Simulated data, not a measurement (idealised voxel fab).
process module | voxel fin reveal
cross-section cut | 195 nm wide | cells 5 nm
A cross-section is a grid of square cells, given in bands from the top down. A band is one or more rows of cells.
Each band's line starts with the height of the band's top and of its bottom, in nm. Then come its materials from left to right, each with its width in nm. One material with "throughout" fills the band from edge to edge. "air" is empty space.
Height 0 is the level under which the wafer as received is all one material. The lowest band goes on downwards, as in "0 down".
A width such as "30 to 40" changes by the same amount from each row of cells to the next, from the band's top row to its bottom row.
"no change" after a step means that no cell of the cross-section changed.
closed voids: empty space of 8 cells or more with no open way to the top, each as width x height at its distance from the left edge, in nm
after a step's settings: what the simulator itself notes on the step
overlay nm, on a step with a mask: how far to the right of its planned place the mask lay; to the left if negative
plan
1 op RECEIVE | material Si
2 op CONFORMAL_DEP | material SiN | thk nm 10
3 op DIRECTIONAL_DEP | material aC | thk nm 10
4 op PATTERN | tone cover | mask id FINS | material resist | width nm 15 | pitch nm 40 | thk nm 30 | overlay nm 0
5 op DIRECTIONAL_ETCH | etch materials aC | depth nm 10
6 op STRIP | etch materials resist
7 op DIRECTIONAL_ETCH | etch materials SiN | depth nm 10
8 op DIRECTIONAL_ETCH | etch materials Si | depth nm 40
9 op STRIP | etch materials aC
10 op OXIDIZE | depth nm 5
11 op FILL_DEP | material SiO2 | thk nm 15
12 op CMP | height nm 10
13 op SELECTIVE_ETCH | etch materials SiO2 | depth nm 40
14 op STRIP | etch materials SiN
15 op CONFORMAL_DEP | material SiO2 | thk nm 5
first wafer, as planned
as received, after step 1
  0 down: Si throughout
  closed voids: none
after step 2
  10 to 0: SiN throughout
  below 0: unchanged
after step 3
  20 to 10: aC throughout
  below 10: unchanged
after step 4
  50 to 20: air 70 | resist 15 | air 25 | resist 15 | air 70
  below 20: unchanged
after step 5
  40 to 20: air 70 | resist 15 | air 25 | resist 15 | air 70
  20 to 10: air 70 | aC 15 | air 25 | aC 15 | air 70
  below 10: unchanged
after step 6
  20 to 10: air 70 | aC 15 | air 25 | aC 15 | air 70
  below 10: unchanged
after step 7
  20 to 10: air 70 | aC 15 | air 25 | aC 15 | air 70
  10 to 0: air 70 | SiN 15 | air 25 | SiN 15 | air 70
  below 0: unchanged
after step 8
  20 to 10: air 70 | aC 15 | air 25 | aC 15 | air 70
  10 to 0: air 70 | SiN 15 | air 25 | SiN 15 | air 70
  0 to -40: air 70 | Si 15 | air 25 | Si 15 | air 70
  below -40: unchanged
after step 9
  10 to 0: air 70 | SiN 15 | air 25 | SiN 15 | air 70
  below 0: unchanged
after step 10
  10 to 0: air 70 | SiN 15 | air 25 | SiN 15 | air 70
  0 to -40: air 70 | SiO2 5 | Si 5 | SiO2 5 | air 25 | SiO2 5 | Si 5 | SiO2 5 | air 70
  -40 to -45: SiO2 75 | Si 5 | SiO2 35 | Si 5 | SiO2 75
  below -45: unchanged
after step 11
  25 to 10: SiO2 throughout
  10 to 0: SiO2 70 | SiN 15 | SiO2 25 | SiN 15 | SiO2 70
  0 to -45: SiO2 75 | Si 5 | SiO2 35 | Si 5 | SiO2 75
  below -45: unchanged
after step 12
  10 to 0: SiO2 70 | SiN 15 | SiO2 25 | SiN 15 | SiO2 70
  below 0: unchanged
after step 13
  10 to 0: air 70 | SiN 15 | air 25 | SiN 15 | air 70
  0 to -30: air 75 | Si 5 | air 35 | Si 5 | air 75
  below -30: unchanged
after step 14
  0 to -30: air 75 | Si 5 | air 35 | Si 5 | air 75
  below -30: unchanged
after step 15
  5 to 0: air 70 | SiO2 15 | air 25 | SiO2 15 | air 70
  0 to -25: air 70 | SiO2 5 | Si 5 | SiO2 5 | air 25 | SiO2 5 | Si 5 | SiO2 5 | air 70
  -25 to -45: SiO2 75 | Si 5 | SiO2 35 | Si 5 | SiO2 75
  below -45: unchanged
second wafer: like start, like plan, one mistake. Through step 3 it matches the first wafer
when step 4 should have ended
  50 to 20: air 65 | resist 15 | air 25 | resist 15 | air 75
  below 20: unchanged
when step 5 should have ended
  40 to 20: air 65 | resist 15 | air 25 | resist 15 | air 75
  20 to 10: air 65 | aC 15 | air 25 | aC 15 | air 75
  below 10: unchanged
when step 6 should have ended
  20 to 10: air 65 | aC 15 | air 25 | aC 15 | air 75
  below 10: unchanged
when step 7 should have ended
  20 to 10: air 65 | aC 15 | air 25 | aC 15 | air 75
  10 to 0: air 65 | SiN 15 | air 25 | SiN 15 | air 75
  below 0: unchanged
when step 8 should have ended
  20 to 10: air 65 | aC 15 | air 25 | aC 15 | air 75
  10 to 0: air 65 | SiN 15 | air 25 | SiN 15 | air 75
  0 to -40: air 65 | Si 15 | air 25 | Si 15 | air 75
  below -40: unchanged
when step 9 should have ended
  10 to 0: air 65 | SiN 15 | air 25 | SiN 15 | air 75
  below 0: unchanged
when step 10 should have ended
  10 to 0: air 65 | SiN 15 | air 25 | SiN 15 | air 75
  0 to -40: air 65 | SiO2 5 | Si 5 | SiO2 5 | air 25 | SiO2 5 | Si 5 | SiO2 5 | air 75
  -40 to -45: SiO2 70 | Si 5 | SiO2 35 | Si 5 | SiO2 80
  below -45: unchanged
when step 11 should have ended
  25 to 10: SiO2 throughout
  10 to 0: SiO2 65 | SiN 15 | SiO2 25 | SiN 15 | SiO2 75
  0 to -45: SiO2 70 | Si 5 | SiO2 35 | Si 5 | SiO2 80
  below -45: unchanged
when step 12 should have ended
  10 to 0: SiO2 65 | SiN 15 | SiO2 25 | SiN 15 | SiO2 75
  below 0: unchanged
when step 13 should have ended
  10 to 0: air 65 | SiN 15 | air 25 | SiN 15 | air 75
  0 to -30: air 70 | Si 5 | air 35 | Si 5 | air 80
  below -30: unchanged
when step 14 should have ended
  0 to -30: air 70 | Si 5 | air 35 | Si 5 | air 80
  below -30: unchanged
when step 15 should have ended
  5 to 0: air 65 | SiO2 15 | air 25 | SiO2 15 | air 75
  0 to -25: air 65 | SiO2 5 | Si 5 | SiO2 5 | air 25 | SiO2 5 | Si 5 | SiO2 5 | air 75
  -25 to -45: SiO2 70 | Si 5 | SiO2 35 | Si 5 | SiO2 80
  below -45: unchanged
what went wrong: step 4 ran as: op PATTERN | tone cover | mask id FINS | material resist | width nm 15 | pitch nm 40 | thk nm 30 | overlay nm -5
at the end the second wafer has, in cells: as many of each material as the first, in other places
